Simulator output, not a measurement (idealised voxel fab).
Process module heading - voxel self aligned vias
Cross-sectional view cut (width: 145 nm; square cell size: 5 nm).
Just so we're on the same page, the cross-sections are grids of square cells, and they're listed out in bands top to bottom, each band one or more rows deep. Top, bottom (nm), then materials left to right with widths (nm); lone material tagged "all across" fills the whole band edge to edge; "empty" = empty space. Heads up on the height convention: 0 is the point under which the incoming wafer is all one material, and the lowest band has no bottom, it just keeps going down, like "z 0 and below". Width spec "30..40" -> top row of cells at first value, bottom row at second value, equal per-row change in between. Take "nothing got changed" at face value: in the step it is given for, the cross-section changed in none of its cells. You'll see "Enclosed internal voids" listing empty spaces that have no way open to the top, as long as they're 8 cells or more; the notation is width x height at distance, where the distance is from the left edge, and all of it is in nm. It should be noted that, on the line of a given step, the content following the step's settings is a remark produced by the simulator itself with respect to that step. The "overlay nm" setting may appear on a step's line; for a step that uses a mask, it gives how far to the right of its planned position the mask lay, and a negative value indicates the left.
This section lists the process steps that were planned
1) RECEIVE: material Si
2) CONFORMAL_DEP: material SiO2, thk nm 15
3) CONFORMAL_DEP: material SiCN, thk nm 5
4) DIRECTIONAL_DEP: material SiO2, thk nm 20
5) DIRECTIONAL_DEP: material aC, thk nm 15
6) PATTERN: tone open, mask id LINES, material resist, width nm 25, pitch nm 65, thk nm 35, overlay nm -10
7) DIRECTIONAL_ETCH: etch materials aC, depth nm 15
8) STRIP: etch materials resist
9) DIRECTIONAL_ETCH: etch materials SiO2, depth nm 20
10) STRIP: etch materials aC
11) CONFORMAL_DEP: material TiN, thk nm 5
12) FILL_DEP: material Ru, thk nm 5
13) CMP: height nm 40
14) SELECTIVE_ETCH: etch materials W Ru TiN, depth nm 5
15) FILL_DEP: material SiN, thk nm 5
16) CMP: height nm 40
17) DIRECTIONAL_DEP: material SiO2, thk nm 20
18) DIRECTIONAL_DEP: material aC, thk nm 10
19) PATTERN: tone open, mask id VIAS, material resist, width nm 45, thk nm 25, overlay nm 0
20) DIRECTIONAL_ETCH: etch materials aC, depth nm 10
21) STRIP: etch materials resist
22) DIRECTIONAL_ETCH: etch materials SiO2, depth nm 20
23) DIRECTIONAL_ETCH: etch materials SiN, depth nm 5
24) STRIP: etch materials aC
25) CONFORMAL_DEP: material TiN, thk nm 5
26) FILL_DEP: material W, thk nm 10
27) CMP: height nm 60
28) CONFORMAL_DEP: material SiN, thk nm 5
It is noted that the wafers described herein are identical at the outset and are distinguished by the overlay nm of step 6; the value stated in the plan corresponds to the first wafer.
First wafer of several, as received: cross-section after step 1
- z 0 and below | Si all across
- Enclosed internal voids: none
Basically each wafer gets a line in the table, showing it at the end of the module: material by material, the cells it gained (+) or lost (-) since we got it, then its closed voids
overlay nm -10, +12 Ru, +29 SiCN, +34 SiN, +243 SiO2, +35 TiN, +24 W, Enclosed internal voids: none
overlay nm -5, +12 Ru, +29 SiCN, +34 SiN, +243 SiO2, +35 TiN, +24 W, Enclosed internal voids: none
overlay nm 0, +12 Ru, +29 SiCN, +34 SiN, +243 SiO2, +35 TiN, +24 W, Enclosed internal voids: none
overlay nm 5, +12 Ru, +29 SiCN, +34 SiN, +243 SiO2, +35 TiN, +24 W, Enclosed internal voids: none
overlay nm 10, +12 Ru, +29 SiCN, +34 SiN, +243 SiO2, +35 TiN, +24 W, Enclosed internal voids: none
overlay nm 15, +12 Ru, +29 SiCN, +35 SiN, +243 SiO2, +35 TiN, +23 W, Enclosed internal voids: none
